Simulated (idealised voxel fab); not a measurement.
Title: Process Module voxel self aligned vias
We display cut, a cross-section 240 nm in width whose square cells are each 5 nm.
Reading order for cross-sections: top band down to bottom band. Underlying form: a grid of square cells. Band size: one or more rows of cells. Heads up on the band format: heights come first, top then bottom, in nm. After that it's the materials left to right, each with its width in nm. A single material flagged "all across" fills the whole band edge to edge, and "empty" means there's empty space there. Height is counted from the level 0, under which the received wafer is composed throughout of one material. The lowest of the bands is not closed at the bottom but continues downward, in the notation "from 0 down". The two numbers in a width such as "30->40" mark its ends across the band: the first belongs to the top row of cells, the second to the bottom row, and from each row to the next the width moves by the same amount. Step marked "nothing changed"? Then no cell in the cross-section changed in it. "Closed cavity list" - sealed voids, min. 8 cells, no opening to top; format: width x height at distance (distance from left edge; nm throughout). Heads up: the bit after the settings on a step's line is the simulator's remark on that step. The line of a step may include "overlay nm". On a step with a mask, this value is how far to the right of its planned place the mask lay. A negative value means the mask lay to the left. Every pair from here on: before one process step, after it. The after cross-section reaches only to the lowest band that changed. Below the pair: the step in between and its settings. Pairs can belong to different runs of this module on the same starting wafer; a pair carries on from the pair above only if the entry headed "Prior to processing" says so.

# Prior to processing
    from 50 to 40  aC all across
    from 40 to 35  SiCN all across
    from 35 to 0  SiO2 all across
    from 0 down  Si all across
    Closed cavity list: none

# Post-Step Cross-Section
    from 80 to 50  resist (80)  empty (25)  resist (30)  empty (25)  resist (80)
    Beneath the level 50, the cross-section is identical to its previous state.
    Closed cavity list: none
The two cross-sections above bracket this step: op PATTERN | tone open | mask id LINES | material resist | width nm 25 | pitch nm 55 | thk nm 30 | overlay nm 0

Prior to processing: just use the after drawing of the pair above as your starting point.

# Post-Step Cross-Section
    from 70 to 50  resist (80)  empty (25)  resist (30)  empty (25)  resist (80)
    from 50 to 40  aC (80)  empty (25)  aC (30)  empty (25)  aC (80)
    Beneath the level 40, the cross-section is identical to its previous state.
    Closed cavity list: none
The two cross-sections above bracket this step: op DIRECTIONAL_ETCH | etch materials aC | depth nm 10

Prior to processing: just use the after drawing of the pair above as your starting point.

# Post-Step Cross-Section
    from 50 to 40  aC (80)  empty (25)  aC (30)  empty (25)  aC (80)
    Beneath the level 40, the cross-section is identical to its previous state.
    Closed cavity list: none
The two cross-sections above bracket this step: op STRIP | etch materials resist

Prior to processing: just use the after drawing of the pair above as your starting point.

# Post-Step Cross-Section
    from 40 to 35  SiCN all across
    Beneath the level 35, the cross-section is identical to its previous state.
    Closed cavity list: none
The two cross-sections above bracket this step: op STRIP | etch materials aC

Prior to processing: just use the after drawing of the pair above as your starting point.

# Post-Step Cross-Section
    from 45 to 40  TiN all across
    Beneath the level 40, the cross-section is identical to its previous state.
    Closed cavity list: none
The two cross-sections above bracket this step: op CONFORMAL_DEP | material TiN | thk nm 5

Prior to processing: just use the after drawing of the pair above as your starting point.

# Post-Step Cross-Section
    from 50 to 45  W all across
    Beneath the level 45, the cross-section is identical to its previous state.
    Closed cavity list: none
The two cross-sections above bracket this step: op FILL_DEP | material W | thk nm 5

Prior to processing: just use the after drawing of the pair above as your starting point.

# Post-Step Cross-Section
    from 40 to 35  SiCN all across
    Beneath the level 35, the cross-section is identical to its previous state.
    Closed cavity list: none
The two cross-sections above bracket this step: op CMP | height nm 40

Prior to processing: just use the after drawing of the pair above as your starting point.

# Post-Step Cross-Section
    from 45 to 40  SiN all across
    Beneath the level 40, the cross-section is identical to its previous state.
    Closed cavity list: none
The two cross-sections above bracket this step: op FILL_DEP | material SiN | thk nm 5

Prior to processing: just use the after drawing of the pair above as your starting point.

# Post-Step Cross-Section
    from 40 to 35  SiCN all across
    Beneath the level 35, the cross-section is identical to its previous state.
    Closed cavity list: none
The two cross-sections above bracket this step: op CMP | height nm 40

Prior to processing: just use the after drawing of the pair above as your starting point.

# Post-Step Cross-Section
    from 60 to 40  SiO2 all across
    Beneath the level 40, the cross-section is identical to its previous state.
    Closed cavity list: none
The two cross-sections above bracket this step: op DIRECTIONAL_DEP | material SiO2 | thk nm 20

Prior to processing: just use the after drawing of the pair above as your starting point.

# Post-Step Cross-Section
    from 70 to 60  aC all across
    Beneath the level 60, the cross-section is identical to its previous state.
    Closed cavity list: none
The two cross-sections above bracket this step: op DIRECTIONAL_DEP | material aC | thk nm 10

Prior to processing: just use the after drawing of the pair above as your starting point.

# Post-Step Cross-Section
    from 95 to 70  resist (75)  empty (35)  resist (20)  empty (35)  resist (75)
    Beneath the level 70, the cross-section is identical to its previous state.
    Closed cavity list: none
The two cross-sections above bracket this step: op PATTERN | tone open | mask id VIAS | material resist | width nm 35 | pitch nm 55 | thk nm 25 | overlay nm 0

Prior to processing: just use the after drawing of the pair above as your starting point.

# Post-Step Cross-Section
    from 85 to 70  resist (75)  empty (35)  resist (20)  empty (35)  resist (75)
    from 70 to 60  aC (75)  empty (35)  aC (20)  empty (35)  aC (75)
    Beneath the level 60, the cross-section is identical to its previous state.
    Closed cavity list: none
The two cross-sections above bracket this step: op DIRECTIONAL_ETCH | etch materials aC | depth nm 10

Prior to processing: just use the after drawing of the pair above as your starting point.

# Post-Step Cross-Section
    from 70 to 60  aC (75)  empty (35)  aC (20)  empty (35)  aC (75)
    Beneath the level 60, the cross-section is identical to its previous state.
    Closed cavity list: none
The two cross-sections above bracket this step: op STRIP | etch materials resist

Prior to processing: just use the after drawing of the pair above as your starting point.

# Post-Step Cross-Section
    from 70 to 60  aC (75)  empty (35)  aC (20)  empty (35)  aC (75)
    from 60 to 40  SiO2 (75)  empty (35)  SiO2 (20)  empty (35)  SiO2 (75)
    Beneath the level 40, the cross-section is identical to its previous state.
    Closed cavity list: none
The two cross-sections above bracket this step: op DIRECTIONAL_ETCH | etch materials SiO2 | depth nm 20

Prior to processing: just use the after drawing of the pair above as your starting point.

# Post-Step Cross-Section
    from 60 to 40  SiO2 (75)  empty (35)  SiO2 (20)  empty (35)  SiO2 (75)
    Beneath the level 40, the cross-section is identical to its previous state.
    Closed cavity list: none
The two cross-sections above bracket this step: op STRIP | etch materials aC

Prior to processing: just use the after drawing of the pair above as your starting point.

# Post-Step Cross-Section
    from 65 to 60  TiN (80)  empty (25)  TiN (30)  empty (25)  TiN (80)
    from 60 to 45  SiO2 (75)  TiN (5)  empty (25)  TiN (5)  SiO2 (20)  TiN (5)  empty (25)  TiN (5)  SiO2 (75)
    from 45 to 40  SiO2 (75)  TiN (35)  SiO2 (20)  TiN (35)  SiO2 (75)
    Beneath the level 40, the cross-section is identical to its previous state.
    Closed cavity list: none
The two cross-sections above bracket this step: op CONFORMAL_DEP | material TiN | thk nm 5

Prior to processing: just use the after drawing of the pair above as your starting point.

# Post-Step Cross-Section
    from 70 to 65  Ru all across
    from 65 to 60  TiN (80)  Ru (25)  TiN (30)  Ru (25)  TiN (80)
    from 60 to 45  SiO2 (75)  TiN (5)  Ru (25)  TiN (5)  SiO2 (20)  TiN (5)  Ru (25)  TiN (5)  SiO2 (75)
    Beneath the level 45, the cross-section is identical to its previous state.
    Closed cavity list: none
The two cross-sections above bracket this step: op FILL_DEP | material Ru | thk nm 5

Prior to processing: just use the after drawing of the pair above as your starting point.

# Post-Step Cross-Section
    from 60 to 45  SiO2 (75)  TiN (5)  Ru (25)  TiN (5)  SiO2 (20)  TiN (5)  Ru (25)  TiN (5)  SiO2 (75)
    Beneath the level 45, the cross-section is identical to its previous state.
    Closed cavity list: none
The two cross-sections above bracket this step: op CMP | height nm 60

Prior to processing: just use the after drawing of the pair above as your starting point.

# Post-Step Cross-Section
    from 65 to 60  SiN all across
    Beneath the level 60, the cross-section is identical to its previous state.
    Closed cavity list: none
The two cross-sections above bracket this step: op CONFORMAL_DEP | material SiN | thk nm 5

# Prior to processing
    from 40 to 35  SiO2 (80)  SiN (25)  SiO2 (30)  SiN (25)  SiO2 (80)
    from 35 to 25  SiO2 (80)  TiN (5)  W (15)  TiN (5)  SiO2 (30)  TiN (5)  W (15)  TiN (5)  SiO2 (80)
    from 25 to 20  SiO2 (80)  TiN (25)  SiO2 (30)  TiN (25)  SiO2 (80)
    from 20 to 15  SiCN all across
    from 15 to 0  SiO2 all across
    from 0 down  Si all across
    Closed cavity list: none

# Post-Step Cross-Section
    from 50 to 40  SiO2 all across
    Beneath the level 40, the cross-section is identical to its previous state.
    Closed cavity list: none
The two cross-sections above bracket this step: op DIRECTIONAL_DEP | material SiO2 | thk nm 10

Prior to processing: just use the after drawing of the pair above as your starting point.

# Post-Step Cross-Section
    from 60 to 50  aC all across
    Beneath the level 50, the cross-section is identical to its previous state.
    Closed cavity list: none
The two cross-sections above bracket this step: op DIRECTIONAL_DEP | material aC | thk nm 10

Prior to processing: just use the after drawing of the pair above as your starting point.

# Post-Step Cross-Section
    from 85 to 60  resist (75)  empty (35)  resist (20)  empty (35)  resist (75)
    Beneath the level 60, the cross-section is identical to its previous state.
    Closed cavity list: none
The two cross-sections above bracket this step: op PATTERN | tone open | mask id VIAS | material resist | width nm 35 | pitch nm 55 | thk nm 25 | overlay nm 0

Prior to processing: just use the after drawing of the pair above as your starting point.

# Post-Step Cross-Section
    from 75 to 60  resist (75)  empty (35)  resist (20)  empty (35)  resist (75)
    from 60 to 50  aC (75)  empty (35)  aC (20)  empty (35)  aC (75)
    Beneath the level 50, the cross-section is identical to its previous state.
    Closed cavity list: none
The two cross-sections above bracket this step: op DIRECTIONAL_ETCH | etch materials aC | depth nm 10

Prior to processing: just use the after drawing of the pair above as your starting point.

# Post-Step Cross-Section
    from 60 to 50  aC (75)  empty (35)  aC (20)  empty (35)  aC (75)
    Beneath the level 50, the cross-section is identical to its previous state.
    Closed cavity list: none
The two cross-sections above bracket this step: op STRIP | etch materials resist

Prior to processing: just use the after drawing of the pair above as your starting point.

# Post-Step Cross-Section
    from 60 to 50  aC (75)  empty (35)  aC (20)  empty (35)  aC (75)
    from 50 to 40  SiO2 (75)  empty (35)  SiO2 (20)  empty (35)  SiO2 (75)
    from 40 to 35  SiO2 (75)  empty (5)  SiN (25)  empty (5)  SiO2 (20)  empty (5)  SiN (25)  empty (5)  SiO2 (75)
    from 35 to 30  SiO2 (75)  empty (5)  TiN (5)  W (15)  TiN (5)  empty (5)  SiO2 (20)  empty (5)  TiN (5)  W (15)  TiN (5)  empty (5)  SiO2 (75)
    Beneath the level 30, the cross-section is identical to its previous state.
    Closed cavity list: none
The two cross-sections above bracket this step: op DIRECTIONAL_ETCH | etch materials SiO2 | depth nm 20

Prior to processing: just use the after drawing of the pair above as your starting point.

# Post-Step Cross-Section
    from 60 to 50  aC (75)  empty (35)  aC (20)  empty (35)  aC (75)
    from 50 to 35  SiO2 (75)  empty (35)  SiO2 (20)  empty (35)  SiO2 (75)
    Beneath the level 35, the cross-section is identical to its previous state.
    Closed cavity list: none
The two cross-sections above bracket this step: op DIRECTIONAL_ETCH | etch materials SiN | depth nm 5

Prior to processing: just use the after drawing of the pair above as your starting point.

# Post-Step Cross-Section
    from 50 to 35  SiO2 (75)  empty (35)  SiO2 (20)  empty (35)  SiO2 (75)
    Beneath the level 35, the cross-section is identical to its previous state.
    Closed cavity list: none
The two cross-sections above bracket this step: op STRIP | etch materials aC

Prior to processing: just use the after drawing of the pair above as your starting point.

# Post-Step Cross-Section
    from 55 to 50  TiN (80)  empty (25)  TiN (30)  empty (25)  TiN (80)
    from 50 to 40  SiO2 (75)  TiN (5)  empty (25)  TiN (5)  SiO2 (20)  TiN (5)  empty (25)  TiN (5)  SiO2 (75)
    from 40 to 35  SiO2 (75)  TiN (35)  SiO2 (20)  TiN (35)  SiO2 (75)
    from 35 to 25  SiO2 (75->80)  TiN (10->5)  W (15)  TiN (10->5)  SiO2 (20->30)  TiN (10->5)  W (15)  TiN (10->5)  SiO2 (75->80)
    Beneath the level 25, the cross-section is identical to its previous state.
    Closed cavity list: none
The two cross-sections above bracket this step: op CONFORMAL_DEP | material TiN | thk nm 5

Prior to processing: just use the after drawing of the pair above as your starting point.

# Post-Step Cross-Section
    from 60 to 55  Ru all across
    from 55 to 50  TiN (80)  Ru (25)  TiN (30)  Ru (25)  TiN (80)
    from 50 to 40  SiO2 (75)  TiN (5)  Ru (25)  TiN (5)  SiO2 (20)  TiN (5)  Ru (25)  TiN (5)  SiO2 (75)
    Beneath the level 40, the cross-section is identical to its previous state.
    Closed cavity list: none
The two cross-sections above bracket this step: op FILL_DEP | material Ru | thk nm 5

Prior to processing: just use the after drawing of the pair above as your starting point.

# Post-Step Cross-Section
    from 65 to 60  SiN all across
    Beneath the level 60, the cross-section is identical to its previous state.
    Closed cavity list: none
The two cross-sections above bracket this step: op CONFORMAL_DEP | material SiN | thk nm 5

# Prior to processing
    from 70 to 60  aC all across
    from 60 to 40  SiO2 all across
    from 40 to 35  SiO2 (80)  SiN (25)  SiO2 (30)  SiN (25)  SiO2 (80)
    from 35 to 25  SiO2 (80)  TiN (5)  W (15)  TiN (5)  SiO2 (30)  TiN (5)  W (15)  TiN (5)  SiO2 (80)
    from 25 to 20  SiO2 (80)  TiN (25)  SiO2 (30)  TiN (25)  SiO2 (80)
    from 20 to 15  SiCN all across
    from 15 to 0  SiO2 all across
    from 0 down  Si all across
    Closed cavity list: none

# Post-Step Cross-Section
    from 95 to 70  resist (80)  empty (30)  resist (25)  empty (30)  resist (75)
    Beneath the level 70, the cross-section is identical to its previous state.
    Closed cavity list: none
The two cross-sections above bracket this step: op PATTERN | tone open | mask id VIAS | material resist | width nm 30 | pitch nm 55 | thk nm 25 | overlay nm 0

Prior to processing: just use the after drawing of the pair above as your starting point.

# Post-Step Cross-Section
    from 85 to 70  resist (80)  empty (30)  resist (25)  empty (30)  resist (75)
    from 70 to 60  aC (80)  empty (30)  aC (25)  empty (30)  aC (75)
    Beneath the level 60, the cross-section is identical to its previous state.
    Closed cavity list: none
The two cross-sections above bracket this step: op DIRECTIONAL_ETCH | etch materials aC | depth nm 10

Prior to processing: just use the after drawing of the pair above as your starting point.

# Post-Step Cross-Section
    from 70 to 60  aC (80)  empty (30)  aC (25)  empty (30)  aC (75)
    Beneath the level 60, the cross-section is identical to its previous state.
    Closed cavity list: none
The two cross-sections above bracket this step: op STRIP | etch materials resist

Prior to processing: just use the after drawing of the pair above as your starting point.

# Post-Step Cross-Section
    from 70 to 60  aC (80)  empty (30)  aC (25)  empty (30)  aC (75)
    from 60 to 40  SiO2 (80)  empty (30)  SiO2 (25)  empty (30)  SiO2 (75)
    Beneath the level 40, the cross-section is identical to its previous state.
    Closed cavity list: none
The two cross-sections above bracket this step: op DIRECTIONAL_ETCH | etch materials SiO2 | depth nm 20

Prior to processing: just use the after drawing of the pair above as your starting point.

# Post-Step Cross-Section
    from 70 to 60  aC (80)  empty (30)  aC (25)  empty (30)  aC (75)
    from 60 to 40  SiO2 (80)  empty (30)  SiO2 (25)  empty (30)  SiO2 (75)
    from 40 to 35  SiO2 (80)  empty (25)  SiO2 (30)  empty (25)  SiO2 (80)
    Beneath the level 35, the cross-section is identical to its previous state.
    Closed cavity list: none
The two cross-sections above bracket this step: op DIRECTIONAL_ETCH | etch materials SiN | depth nm 5

Prior to processing: just use the after drawing of the pair above as your starting point.

# Post-Step Cross-Section
    from 60 to 40  SiO2 (80)  empty (30)  SiO2 (25)  empty (30)  SiO2 (75)
    Beneath the level 40, the cross-section is identical to its previous state.
    Closed cavity list: none
The two cross-sections above bracket this step: op STRIP | etch materials aC

Prior to processing: just use the after drawing of the pair above as your starting point.

# Post-Step Cross-Section
    from 65 to 60  TiN (85)  empty (20)  TiN (35)  empty (20)  TiN (80)
    from 60 to 45  SiO2 (80)  TiN (5)  empty (20)  TiN (5)  SiO2 (25)  TiN (5)  empty (20)  TiN (5)  SiO2 (75)
    from 45 to 40  SiO2 (80)  TiN (5)  empty (15)  TiN (10)  SiO2 (25)  TiN (5)  empty (15)  TiN (10)  SiO2 (75)
    from 40 to 35  SiO2 (80)  TiN (25)  SiO2 (30)  TiN (25)  SiO2 (80)
    Beneath the level 35, the cross-section is identical to its previous state.
    Closed cavity list: none
The two cross-sections above bracket this step: op CONFORMAL_DEP | material TiN | thk nm 5

Prior to processing: just use the after drawing of the pair above as your starting point.

# Post-Step Cross-Section
    from 70 to 65  Ru all across
    from 65 to 60  TiN (85)  Ru (20)  TiN (35)  Ru (20)  TiN (80)
    from 60 to 45  SiO2 (80)  TiN (5)  Ru (20)  TiN (5)  SiO2 (25)  TiN (5)  Ru (20)  TiN (5)  SiO2 (75)
    from 45 to 40  SiO2 (80)  TiN (5)  Ru (15)  TiN (10)  SiO2 (25)  TiN (5)  Ru (15)  TiN (10)  SiO2 (75)
    Beneath the level 40, the cross-section is identical to its previous state.
    Closed cavity list: none
The two cross-sections above bracket this step: op FILL_DEP | material Ru | thk nm 5

Prior to processing: just use the after drawing of the pair above as your starting point.

# Post-Step Cross-Section
    from 60 to 45  SiO2 (80)  TiN (5)  Ru (20)  TiN (5)  SiO2 (25)  TiN (5)  Ru (20)  TiN (5)  SiO2 (75)
    Beneath the level 45, the cross-section is identical to its previous state.
    Closed cavity list: none
The two cross-sections above bracket this step: op CMP | height nm 60

Prior to processing: just use the after drawing of the pair above as your starting point.

# Post-Step Cross-Section
    from 65 to 60  SiN all across
    Beneath the level 60, the cross-section is identical to its previous state.
    Closed cavity list: none
The two cross-sections above bracket this step: op CONFORMAL_DEP | material SiN | thk nm 5

# Prior to processing
    from 50 to 40  aC all across
    from 40 to 20  SiO2 all across
    from 20 to 15  SiCN all across
    from 15 to 0  SiO2 all across
    from 0 down  Si all across
    Closed cavity list: none

# Post-Step Cross-Section
    from 80 to 50  resist (70)  empty (25)  resist (30)  empty (25)  resist (90)
    Beneath the level 50, the cross-section is identical to its previous state.
    Closed cavity list: none
The two cross-sections above bracket this step: op PATTERN | tone open | mask id LINES | material resist | width nm 25 | pitch nm 55 | thk nm 30 | overlay nm -10

Prior to processing: just use the after drawing of the pair above as your starting point.

# Post-Step Cross-Section
    from 70 to 50  resist (70)  empty (25)  resist (30)  empty (25)  resist (90)
    from 50 to 40  aC (70)  empty (25)  aC (30)  empty (25)  aC (90)
    Beneath the level 40, the cross-section is identical to its previous state.
    Closed cavity list: none
The two cross-sections above bracket this step: op DIRECTIONAL_ETCH | etch materials aC | depth nm 10

Prior to processing: just use the after drawing of the pair above as your starting point.

# Post-Step Cross-Section
    from 50 to 40  aC (70)  empty (25)  aC (30)  empty (25)  aC (90)
    Beneath the level 40, the cross-section is identical to its previous state.
    Closed cavity list: none
The two cross-sections above bracket this step: op STRIP | etch materials resist

Prior to processing: just use the after drawing of the pair above as your starting point.

# Post-Step Cross-Section
    from 50 to 40  aC (70)  empty (25)  aC (30)  empty (25)  aC (90)
    from 40 to 20  SiO2 (70)  empty (25)  SiO2 (30)  empty (25)  SiO2 (90)
    Beneath the level 20, the cross-section is identical to its previous state.
    Closed cavity list: none
The two cross-sections above bracket this step: op DIRECTIONAL_ETCH | etch materials SiO2 | depth nm 20

Prior to processing: just use the after drawing of the pair above as your starting point.

# Post-Step Cross-Section
    from 40 to 20  SiO2 (70)  empty (25)  SiO2 (30)  empty (25)  SiO2 (90)
    Beneath the level 20, the cross-section is identical to its previous state.
    Closed cavity list: none
The two cross-sections above bracket this step: op STRIP | etch materials aC

Prior to processing: just use the after drawing of the pair above as your starting point.

# Post-Step Cross-Section
    from 45 to 40  TiN (75)  empty (15)  TiN (40)  empty (15)  TiN (95)
    from 40 to 25  SiO2 (70)  TiN (5)  empty (15)  TiN (5)  SiO2 (30)  TiN (5)  empty (15)  TiN (5)  SiO2 (90)
    from 25 to 20  SiO2 (70)  TiN (25)  SiO2 (30)  TiN (25)  SiO2 (90)
    Beneath the level 20, the cross-section is identical to its previous state.
    Closed cavity list: none
The two cross-sections above bracket this step: op CONFORMAL_DEP | material TiN | thk nm 5

Prior to processing: just use the after drawing of the pair above as your starting point.

# Post-Step Cross-Section
    from 50 to 45  W all across
    from 45 to 40  TiN (75)  W (15)  TiN (40)  W (15)  TiN (95)
    from 40 to 25  SiO2 (70)  TiN (5)  W (15)  TiN (5)  SiO2 (30)  TiN (5)  W (15)  TiN (5)  SiO2 (90)
    Beneath the level 25, the cross-section is identical to its previous state.
    Closed cavity list: none
The two cross-sections above bracket this step: op FILL_DEP | material W | thk nm 5

Prior to processing: just use the after drawing of the pair above as your starting point.

# Post-Step Cross-Section
    from 40 to 25  SiO2 (70)  TiN (5)  W (15)  TiN (5)  SiO2 (30)  TiN (5)  W (15)  TiN (5)  SiO2 (90)
    Beneath the level 25, the cross-section is identical to its previous state.
    Closed cavity list: none
The two cross-sections above bracket this step: op CMP | height nm 40

Prior to processing: just use the after drawing of the pair above as your starting point.

# Post-Step Cross-Section
    from 40 to 35  SiO2 (70)  empty (25)  SiO2 (30)  empty (25)  SiO2 (90)
    Beneath the level 35, the cross-section is identical to its previous state.
    Closed cavity list: none
The two cross-sections above bracket this step: op SELECTIVE_ETCH | etch materials W Ru TiN | depth nm 5

Prior to processing: just use the after drawing of the pair above as your starting point.

# Post-Step Cross-Section
    from 45 to 40  SiN all across
    from 40 to 35  SiO2 (70)  SiN (25)  SiO2 (30)  SiN (25)  SiO2 (90)
    Beneath the level 35, the cross-section is identical to its previous state.
    Closed cavity list: none
The two cross-sections above bracket this step: op FILL_DEP | material SiN | thk nm 5

Prior to processing: just use the after drawing of the pair above as your starting point.

# Post-Step Cross-Section
    from 40 to 35  SiO2 (70)  SiN (25)  SiO2 (30)  SiN (25)  SiO2 (90)
    Beneath the level 35, the cross-section is identical to its previous state.
    Closed cavity list: none
The two cross-sections above bracket this step: op CMP | height nm 40

Prior to processing: just use the after drawing of the pair above as your starting point.

# Post-Step Cross-Section
    from 60 to 40  SiO2 all across
    Beneath the level 40, the cross-section is identical to its previous state.
    Closed cavity list: none
The two cross-sections above bracket this step: op DIRECTIONAL_DEP | material SiO2 | thk nm 20

Prior to processing: just use the after drawing of the pair above as your starting point.

# Post-Step Cross-Section
    from 70 to 60  aC all across
    Beneath the level 60, the cross-section is identical to its previous state.
    Closed cavity list: none
The two cross-sections above bracket this step: op DIRECTIONAL_DEP | material aC | thk nm 10

Prior to processing: just use the after drawing of the pair above as your starting point.

# Post-Step Cross-Section
    from 95 to 70  resist (75)  empty (35)  resist (20)  empty (35)  resist (75)
    Beneath the level 70, the cross-section is identical to its previous state.
    Closed cavity list: none
The two cross-sections above bracket this step: op PATTERN | tone open | mask id VIAS | material resist | width nm 35 | pitch nm 55 | thk nm 25 | overlay nm 0

Prior to processing: just use the after drawing of the pair above as your starting point.

# Post-Step Cross-Section
    from 85 to 70  resist (75)  empty (35)  resist (20)  empty (35)  resist (75)
    from 70 to 60  aC (75)  empty (35)  aC (20)  empty (35)  aC (75)
    Beneath the level 60, the cross-section is identical to its previous state.
    Closed cavity list: none
The two cross-sections above bracket this step: op DIRECTIONAL_ETCH | etch materials aC | depth nm 10

Prior to processing: just use the after drawing of the pair above as your starting point.

# Post-Step Cross-Section
    from 70 to 60  aC (75)  empty (35)  aC (20)  empty (35)  aC (75)
    Beneath the level 60, the cross-section is identical to its previous state.
    Closed cavity list: none
The two cross-sections above bracket this step: op STRIP | etch materials resist

Prior to processing: just use the after drawing of the pair above as your starting point.

# Post-Step Cross-Section
    from 70 to 60  aC (75)  empty (35)  aC (20)  empty (35)  aC (75)
    from 60 to 40  SiO2 (75)  empty (35)  SiO2 (20)  empty (35)  SiO2 (75)
    Beneath the level 40, the cross-section is identical to its previous state.
    Closed cavity list: none
The two cross-sections above bracket this step: op DIRECTIONAL_ETCH | etch materials SiO2 | depth nm 20

Prior to processing: just use the after drawing of the pair above as your starting point.

# Post-Step Cross-Section
    from 70 to 60  aC (75)  empty (35)  aC (20)  empty (35)  aC (75)
    from 60 to 40  SiO2 (75)  empty (35)  SiO2 (20)  empty (35)  SiO2 (75)
    from 40 to 35  SiO2 (70)  SiN (5)  empty (20)  SiO2 (30)  SiN (5)  empty (20)  SiO2 (90)
    Beneath the level 35, the cross-section is identical to its previous state.
    Closed cavity list: none
The two cross-sections above bracket this step: op DIRECTIONAL_ETCH | etch materials SiN | depth nm 5

Prior to processing: just use the after drawing of the pair above as your starting point.

# Post-Step Cross-Section
    from 60 to 40  SiO2 (75)  empty (35)  SiO2 (20)  empty (35)  SiO2 (75)
    Beneath the level 40, the cross-section is identical to its previous state.
    Closed cavity list: none
The two cross-sections above bracket this step: op STRIP | etch materials aC

Prior to processing: just use the after drawing of the pair above as your starting point.

# Post-Step Cross-Section
    from 65 to 60  TiN (80)  empty (25)  TiN (30)  empty (25)  TiN (80)
    from 60 to 45  SiO2 (75)  TiN (5)  empty (25)  TiN (5)  SiO2 (20)  TiN (5)  empty (25)  TiN (5)  SiO2 (75)
    from 45 to 40  SiO2 (75)  TiN (5)  empty (10)  TiN (20)  SiO2 (20)  TiN (5)  empty (10)  TiN (20)  SiO2 (75)
    from 40 to 35  SiO2 (70)  SiN (5)  TiN (20)  SiO2 (30)  SiN (5)  TiN (20)  SiO2 (90)
    Beneath the level 35, the cross-section is identical to its previous state.
    Closed cavity list: none
The two cross-sections above bracket this step: op CONFORMAL_DEP | material TiN | thk nm 5

Prior to processing: just use the after drawing of the pair above as your starting point.

# Post-Step Cross-Section
    from 70 to 65  Ru all across
    from 65 to 60  TiN (80)  Ru (25)  TiN (30)  Ru (25)  TiN (80)
    from 60 to 45  SiO2 (75)  TiN (5)  Ru (25)  TiN (5)  SiO2 (20)  TiN (5)  Ru (25)  TiN (5)  SiO2 (75)
    from 45 to 40  SiO2 (75)  TiN (5)  Ru (10)  TiN (20)  SiO2 (20)  TiN (5)  Ru (10)  TiN (20)  SiO2 (75)
    Beneath the level 40, the cross-section is identical to its previous state.
    Closed cavity list: none
The two cross-sections above bracket this step: op FILL_DEP | material Ru | thk nm 5

Prior to processing: just use the after drawing of the pair above as your starting point.

# Post-Step Cross-Section
    from 60 to 45  SiO2 (75)  TiN (5)  Ru (25)  TiN (5)  SiO2 (20)  TiN (5)  Ru (25)  TiN (5)  SiO2 (75)
    Beneath the level 45, the cross-section is identical to its previous state.
    Closed cavity list: none
The two cross-sections above bracket this step: op CMP | height nm 60

Prior to processing: just use the after drawing of the pair above as your starting point.

# Post-Step Cross-Section
    from 65 to 60  SiN all across
    Beneath the level 60, the cross-section is identical to its previous state.
    Closed cavity list: none
The two cross-sections above bracket this step: op CONFORMAL_DEP | material SiN | thk nm 5

# Prior to processing
    from 60 to 40  SiO2 (75)  empty (35)  SiO2 (20)  empty (35)  SiO2 (75)
    from 40 to 35  SiO2 (80)  empty (25)  SiO2 (30)  empty (25)  SiO2 (80)
    from 35 to 25  SiO2 (80)  TiN (5)  W (15)  TiN (5)  SiO2 (30)  TiN (5)  W (15)  TiN (5)  SiO2 (80)
    from 25 to 20  SiO2 (80)  TiN (25)  SiO2 (30)  TiN (25)  SiO2 (80)
    from 20 to 15  SiCN all across
    from 15 to 0  SiO2 all across
    from 0 down  Si all across
    Closed cavity list: none

# Post-Step Cross-Section
    from 65 to 45  SiO2 (80)  empty (25)  SiO2 (30)  empty (25)  SiO2 (80)
    from 45 to 40  SiO2 (85)  empty (15)  SiO2 (40)  empty (15)  SiO2 (85)
    from 40 to 35  SiO2 all across
    Beneath the level 35, the cross-section is identical to its previous state.
    Closed cavity list: none
The two cross-sections above bracket this step: op CONFORMAL_DEP | material SiO2 | thk nm 5

Prior to processing: just use the after drawing of the pair above as your starting point.

# Post-Step Cross-Section
    from 70 to 65  Ru all across
    from 65 to 45  SiO2 (80)  Ru (25)  SiO2 (30)  Ru (25)  SiO2 (80)
    from 45 to 40  SiO2 (85)  Ru (15)  SiO2 (40)  Ru (15)  SiO2 (85)
    Beneath the level 40, the cross-section is identical to its previous state.
    Closed cavity list: none
The two cross-sections above bracket this step: op FILL_DEP | material Ru | thk nm 5

Prior to processing: just use the after drawing of the pair above as your starting point.

# Post-Step Cross-Section
    from 60 to 45  SiO2 (80)  Ru (25)  SiO2 (30)  Ru (25)  SiO2 (80)
    Beneath the level 45, the cross-section is identical to its previous state.
    Closed cavity list: none
The two cross-sections above bracket this step: op CMP | height nm 60

Prior to processing: just use the after drawing of the pair above as your starting point.

# Post-Step Cross-Section
    from 65 to 60  SiN all across
    Beneath the level 60, the cross-section is identical to its previous state.
    Closed cavity list: none
The two cross-sections above bracket this step: op CONFORMAL_DEP | material SiN | thk nm 5

# Prior to processing
    from 50 to 40  aC all across
    from 40 to 20  SiO2 all across
    from 20 to 15  SiCN all across
    from 15 to 0  SiO2 all across
    from 0 down  Si all across
    Closed cavity list: none

# Post-Step Cross-Section
    from 80 to 50  empty (80)  resist (25)  empty (30)  resist (25)  empty (80)
    Beneath the level 50, the cross-section is identical to its previous state.
    Closed cavity list: none
The two cross-sections above bracket this step: op PATTERN | tone cover | mask id LINES | material resist | width nm 25 | pitch nm 55 | thk nm 30 | overlay nm 0

Prior to processing: just use the after drawing of the pair above as your starting point.

# Post-Step Cross-Section
    from 70 to 50  empty (80)  resist (25)  empty (30)  resist (25)  empty (80)
    from 50 to 40  empty (80)  aC (25)  empty (30)  aC (25)  empty (80)
    Beneath the level 40, the cross-section is identical to its previous state.
    Closed cavity list: none
The two cross-sections above bracket this step: op DIRECTIONAL_ETCH | etch materials aC | depth nm 10

Prior to processing: just use the after drawing of the pair above as your starting point.

# Post-Step Cross-Section
    from 50 to 40  empty (80)  aC (25)  empty (30)  aC (25)  empty (80)
    Beneath the level 40, the cross-section is identical to its previous state.
    Closed cavity list: none
The two cross-sections above bracket this step: op STRIP | etch materials resist

Prior to processing: just use the after drawing of the pair above as your starting point.

# Post-Step Cross-Section
    from 50 to 40  empty (80)  aC (25)  empty (30)  aC (25)  empty (80)
    from 40 to 20  empty (80)  SiO2 (25)  empty (30)  SiO2 (25)  empty (80)
    Beneath the level 20, the cross-section is identical to its previous state.
    Closed cavity list: none
The two cross-sections above bracket this step: op DIRECTIONAL_ETCH | etch materials SiO2 | depth nm 20

Prior to processing: just use the after drawing of the pair above as your starting point.

# Post-Step Cross-Section
    from 40 to 20  empty (80)  SiO2 (25)  empty (30)  SiO2 (25)  empty (80)
    Beneath the level 20, the cross-section is identical to its previous state.
    Closed cavity list: none
The two cross-sections above bracket this step: op STRIP | etch materials aC
